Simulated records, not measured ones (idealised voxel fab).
process module | voxel wiring stack
cross-section cut | 255 nm wide | cells 5 nm
A cross-section is a grid of square cells, given in bands from the top down. A band is one or more rows of cells.
Each band's line starts with the height of the band's top and of its bottom, in nm. Then come its materials from left to right, each with its width in nm. One material with "throughout" fills the band from edge to edge. "air" is empty space.
Height 0 is the level under which the wafer as received is all one material. The lowest band goes on downwards, as in "0 down".
A width such as "30 to 40" changes by the same amount from each row of cells to the next, from the band's top row to its bottom row.
"no change" after a step means that no cell of the cross-section changed.
closed voids: empty space of 8 cells or more with no open way to the top, each as width x height at its distance from the left edge, in nm
after a step's settings: what the simulator itself notes on the step
overlay nm, on a step with a mask: how far to the right of its planned place the mask lay; to the left if negative
plan
1 op RECEIVE | material Si
2 op CONFORMAL_DEP | material SiO2 | thk nm 15
3 op CONFORMAL_DEP | material SiN | thk nm 5
4 op DIRECTIONAL_DEP | material SiO2 | thk nm 15
5 op DIRECTIONAL_DEP | material aC | thk nm 15
6 op PATTERN | tone open | mask id METAL_1 | material resist | width nm 20 | pitch nm 35 | thk nm 35 | overlay nm 0
7 op DIRECTIONAL_ETCH | etch materials aC | depth nm 15
8 op STRIP | etch materials resist
9 op DIRECTIONAL_ETCH | etch materials SiO2 | depth nm 15
10 op DIRECTIONAL_ETCH | etch materials SiN | depth nm 5
11 op STRIP | etch materials aC
12 op CONFORMAL_DEP | material TiN | thk nm 5
13 op FILL_DEP | material W | thk nm 10
14 op CMP | height nm 35
15 op CONFORMAL_DEP | material SiCN | thk nm 5
16 op DIRECTIONAL_DEP | material SiO2 | thk nm 15
17 op PATTERN | tone open | mask id PLUG_1 | material resist | width nm 15 | pitch nm 70 | thk nm 20 | overlay nm 0
18 op DIRECTIONAL_ETCH | etch materials SiO2 | depth nm 15
19 op DIRECTIONAL_ETCH | etch materials SiCN | depth nm 5
20 op STRIP | etch materials resist
21 op CONFORMAL_DEP | material TiN | thk nm 5
22 op FILL_DEP | material Ru | thk nm 10
23 op CMP | height nm 55
24 op DIRECTIONAL_DEP | material TiN | thk nm 5
25 op DIRECTIONAL_DEP | material Ru | thk nm 15
26 op MASKED_ETCH | tone cover | mask id METAL_2 | width nm 20 | pitch nm 35 | etch materials Ru | depth nm 15 | overlay nm 0
27 op MASKED_ETCH | tone cover | mask id METAL_2 | width nm 20 | pitch nm 35 | etch materials TiN | depth nm 5 | overlay nm 0
28 op FILL_DEP | material SiO2 | thk nm 5
29 op CMP | height nm 75
30 op CONFORMAL_DEP | material SiCN | thk nm 5
31 op DIRECTIONAL_DEP | material SiO2 | thk nm 30
32 op DIRECTIONAL_DEP | material aC | thk nm 10
33 op PATTERN | tone open | mask id METAL_3 | material resist | width nm 20 | pitch nm 35 | thk nm 30 | overlay nm 0
34 op DIRECTIONAL_ETCH | etch materials aC | depth nm 10
35 op STRIP | etch materials resist
36 op DIRECTIONAL_ETCH | etch materials SiO2 | depth nm 20
37 op STRIP | etch materials aC
38 op PATTERN | tone open | mask id METAL_3_HOLES | material resist | width nm 15 | pitch nm 70 | thk nm 20 | overlay nm 0
39 op DIRECTIONAL_ETCH | etch materials SiO2 | depth nm 10
40 op DIRECTIONAL_ETCH | etch materials SiCN | depth nm 5
41 op STRIP | etch materials resist
42 op CONFORMAL_DEP | material TiN | thk nm 5
43 op FILL_DEP | material Cu | thk nm 5
44 op CMP | height nm 110
45 op CONFORMAL_DEP | material SiN | thk nm 5
as received, after step 1
  0 down: Si throughout
  closed voids: none
a wafer at the end: this start, this plan, one mistake
  115 to 110: SiN throughout
  110 to 95: SiO2 65 | TiN 5 | Cu 10 | TiN 5 | SiO2 15 | TiN 5 | Cu 10 | TiN 5 | SiO2 15 | TiN 5 | Cu 10 | TiN 5 | SiO2 15 | TiN 5 | Cu 10 | TiN 5 | SiO2 65
  95 to 90: SiO2 65 | TiN 5 | Cu 5 | TiN 10 | SiO2 15 | TiN 20 | SiO2 15 | TiN 5 | Cu 5 | TiN 10 | SiO2 15 | TiN 20 | SiO2 65
  90 to 80: SiO2 65 | TiN 5 | Cu 5 | TiN 5 | SiO2 55 | TiN 5 | Cu 5 | TiN 5 | SiO2 105
  80 to 75: SiCN 65 | TiN 15 | SiCN 55 | TiN 15 | SiCN 105
  75 to 60: SiO2 65 | Ru 20 | SiO2 15 | Ru 20 | SiO2 15 | Ru 20 | SiO2 15 | Ru 20 | SiO2 65
  60 to 55: SiO2 65 | TiN 20 | SiO2 15 | TiN 20 | SiO2 15 | TiN 20 | SiO2 15 | TiN 20 | SiO2 65
  55 to 40: SiO2 65 | TiN 5 | Ru 5 | TiN 5 | SiO2 55 | TiN 5 | Ru 5 | TiN 5 | SiO2 105
  40 to 35: SiCN 65 | TiN 15 | SiCN 55 | TiN 15 | SiCN 105
  35 to 30: TiN 70 | W 10 | TiN 25 | W 10 | TiN 25 | W 10 | TiN 25 | W 10 | TiN 70
  30 to 15: SiO2 65 | TiN 5 | W 10 | TiN 5 | SiO2 15 | TiN 5 | W 10 | TiN 5 | SiO2 15 | TiN 5 | W 10 | TiN 5 | SiO2 15 | TiN 5 | W 10 | TiN 5 | SiO2 65
  15 to 10: SiN 65 | TiN 20 | SiN 15 | TiN 20 | SiN 15 | TiN 20 | SiN 15 | TiN 20 | SiN 65
  10 to 0: SiO2 throughout
  0 down: Si throughout
  closed voids: none
what went wrong: step 2 ran as: op CONFORMAL_DEP | material SiO2 | thk nm 10
